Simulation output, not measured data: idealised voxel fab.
The following is a process module called voxel ribs on slabs.
Xsec cut, 210 nm wide, square cell size 5 nm.
Reading order for cross-sections: top band down to bottom band. Underlying form: a grid of square cells. Band size: one or more rows of cells.
In this notation a band is specified by the heights of its top and bottom, in that order and in nm, after which its materials appear from left to right, each paired with its width in nm. The word "all across" attached to a single material means that material fills the band from edge to edge; the word "empty" stands for empty space.
Below 0: as-received wafer, all one material; heights counted from there. Lowest band: no bottom, goes on down, written "0 down".
Width: "30 to 40" (first number = top row, second number = bottom row, same change from row to row of cells).
When a step is marked "stayed the same", none of the cells in the cross-section changed during that step.
Basically, "Closed voids list" tells you about the enclosed voids: empty spaces with no open way to the top, 8 cells or bigger, each written width x height at distance, where distance is from the left edge, all in nm.
Where a step's line continues beyond its settings, the continuation is a remark by the simulator itself on that step.
Among the settings permitted on a step's line is "overlay nm"; applied to a step with a mask, it specifies the extent to which the mask lay to the right of its planned position, whereas a negative figure signifies a position to the left.

Plan
1. RECEIVE with material Si
2. DIRECTIONAL_DEP with material SiO2, thk nm 25
3. DIRECTIONAL_DEP with material SiN, thk nm 25
4. DIRECTIONAL_DEP with material aC, thk nm 10
5. PATTERN with tone cover, mask id RIB, material resist, width nm 15, thk nm 25, overlay nm 0
6. DIRECTIONAL_ETCH with etch materials aC, depth nm 10
7. STRIP with etch materials resist
8. DIRECTIONAL_ETCH with etch materials SiN, depth nm 20
9. STRIP with etch materials aC
10. PATTERN with tone cover, mask id SLAB, material resist, width nm 45, thk nm 15, overlay nm 0
11. DIRECTIONAL_ETCH with etch materials SiN, depth nm 5
12. STRIP with etch materials resist
13. FILL_DEP with material SiO2, thk nm 20
14. CMP with height nm 60
15. DIRECTIONAL_DEP with material W, thk nm 10
16. MASKED_ETCH with tone cover, mask id HEATER, width nm 25, etch materials W, depth nm 10, overlay nm 0
17. CONFORMAL_DEP with material SiO2, thk nm 5

As-received wafer cross-section (after step 1)
  0 down = Si all across
  Closed voids list: none

Cross-section, first of two wafers, end of module, run as planned
  75 to 70 = empty=85 / SiO2=35 / empty=90
  70 to 65 = empty=85 / SiO2=5 / W=25 / SiO2=5 / empty=90
  65 to 60 = SiO2=90 / W=25 / SiO2=95
  60 to 50 = SiO2 all across
  50 to 30 = SiO2=95 / SiN=15 / SiO2=100
  30 to 25 = SiO2=80 / SiN=45 / SiO2=85
  25 to 0 = SiO2 all across
  0 down = Si all across
  Closed voids list: none

Cross-sectional view: second of two wafers, end of module; start and plan identical to the first, one mistake in running
  75 to 70 = empty=85 / SiO2=35 / empty=90
  70 to 65 = empty=85 / SiO2=5 / W=25 / SiO2=5 / empty=90
  65 to 60 = SiO2=90 / W=25 / SiO2=95
  60 to 50 = SiO2=95 to 80 / SiN=15 to 45 / SiO2=100 to 85
  50 to 25 = SiN all across
  25 to 0 = SiO2 all across
  0 down = Si all across
  Closed voids list: none
Which mistake was made when the wafer was run? plan step 3 was twice executed
Final difference in cells, second wafer against first, listed per material as more or fewer: 201 more of SiN, 201 fewer of SiO2
